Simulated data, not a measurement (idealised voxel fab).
You're looking at the process module voxel wiring stack.
170 nm wide, 5 nm square cells: that's cross-section cut.
A cross-section is a grid of square cells, given in bands from the top down. A band is one or more rows of cells. The entry gives the band's vertical extent as a top height and a bottom height in nm, then its horizontal make-up as materials from left to right, each with a width in nm. "empty" stands for empty space; a single material marked "all across" fills the band edge to edge. Heights from 0 (as-received wafer is one material below). Bottom band endless downward, as "from 0 down". Width "30 to 40": first value at the band's top row of cells, second value at its bottom row, equal change from row to row. The cross-section has no changed cell in any step marked "no change". "Enclosed internal voids" specifies each empty space that is not open to the top and that occupies no fewer than 8 cells, using the form width x height at distance, the distance measured from the left edge and all three quantities in nm. On each step's line, the part that comes after the settings is the simulator's own comment on the step. The line of a step may include "overlay nm". On a step with a mask, this value is how far to the right of its planned place the mask lay. A negative value means the mask lay to the left.
Planned step list for the process:
- 1: RECEIVE [material Si]
- 2: CONFORMAL_DEP [material SiO2] [thk nm 15]
- 3: DIRECTIONAL_DEP [material TiN] [thk nm 5]
- 4: DIRECTIONAL_DEP [material W] [thk nm 15]
- 5: DIRECTIONAL_DEP [material aC] [thk nm 15]
- 6: PATTERN [tone cover] [mask id METAL_1] [material resist] [width nm 25] [pitch nm 40] [thk nm 35] [overlay nm 0]
- 7: DIRECTIONAL_ETCH [etch materials aC] [depth nm 15]
- 8: STRIP [etch materials resist]
- 9: DIRECTIONAL_ETCH [etch materials W] [depth nm 15]
- 10: DIRECTIONAL_ETCH [etch materials TiN] [depth nm 5]
- 11: STRIP [etch materials aC]
- 12: CONFORMAL_DEP [material SiN] [thk nm 5]
- 13: FILL_DEP [material SiO2] [thk nm 5]
- 14: CMP [height nm 35]
- 15: CONFORMAL_DEP [material SiCN] [thk nm 5]
- 16: DIRECTIONAL_DEP [material SiO2] [thk nm 25]
- 17: DIRECTIONAL_DEP [material aC] [thk nm 15]
- 18: PATTERN [tone open] [mask id METAL_2] [material resist] [width nm 25] [pitch nm 40] [thk nm 30] [overlay nm 0]
- 19: DIRECTIONAL_ETCH [etch materials aC] [depth nm 15]
- 20: STRIP [etch materials resist]
- 21: DIRECTIONAL_ETCH [etch materials SiO2] [depth nm 15]
- 22: STRIP [etch materials aC]
- 23: DIRECTIONAL_DEP [material aC] [thk nm 10]
- 24: PATTERN [tone open] [mask id METAL_2_HOLES] [material resist] [width nm 15] [pitch nm 80] [thk nm 30] [overlay nm 0]
- 25: DIRECTIONAL_ETCH [etch materials aC] [depth nm 5]
- 26: STRIP [etch materials resist]
- 27: DIRECTIONAL_ETCH [etch materials SiO2] [depth nm 10]
- 28: DIRECTIONAL_ETCH [etch materials SiCN] [depth nm 5]
- 29: STRIP [etch materials aC]
- 30: CONFORMAL_DEP [material TiN] [thk nm 5]
- 31: FILL_DEP [material Cu] [thk nm 5]
- 32: CMP [height nm 65]
- 33: CONFORMAL_DEP [material SiCN] [thk nm 5]
- 34: DIRECTIONAL_DEP [material lowk] [thk nm 25]
- 35: MASKED_ETCH [tone open] [mask id METAL_3] [width nm 25] [pitch nm 40] [etch materials lowk] [depth nm 15] [overlay nm 0]
- 36: MASKED_ETCH [tone open] [mask id METAL_3_HOLES] [width nm 15] [pitch nm 40] [etch materials lowk] [depth nm 10] [overlay nm 0]
- 37: MASKED_ETCH [tone open] [mask id METAL_3_HOLES] [width nm 15] [pitch nm 40] [etch materials SiCN] [depth nm 5] [overlay nm 0]
- 38: CONFORMAL_DEP [material TiN] [thk nm 5]
- 39: FILL_DEP [material Cu] [thk nm 10]
- 40: CMP [height nm 95]
- 41: CONFORMAL_DEP [material SiN] [thk nm 5]
Every wafer here starts from the same state; it is the step 25 depth nm that distinguishes them, and the value the plan gives belongs to the first wafer.
Received condition of the first of several wafers, sectioned: post-step 1:
> from 0 down: Si all across
> Enclosed internal voids: none
Heads up, this table goes wafer by wafer. A row tells you, at the end of the module, how many cells of each material that wafer has put on (+) or dropped (-) since it was received, and then its closed voids:
depth nm 5; +45 Cu; +59 SiCN; +71 SiN; +266 SiO2; +87 TiN; +45 W; +107 lowk; Enclosed internal voids: none
depth nm 10; +51 Cu; +53 SiCN; +71 SiN; +254 SiO2; +99 TiN; +45 W; +107 lowk; Enclosed internal voids: none
depth nm 15; +51 Cu; +53 SiCN; +71 SiN; +254 SiO2; +99 TiN; +45 W; +107 lowk; Enclosed internal voids: none
depth nm 20; +51 Cu; +53 SiCN; +71 SiN; +254 SiO2; +99 TiN; +45 W; +107 lowk; Enclosed internal voids: none
depth nm 25; +51 Cu; +53 SiCN; +71 SiN; +254 SiO2; +99 TiN; +45 W; +107 lowk; Enclosed internal voids: none
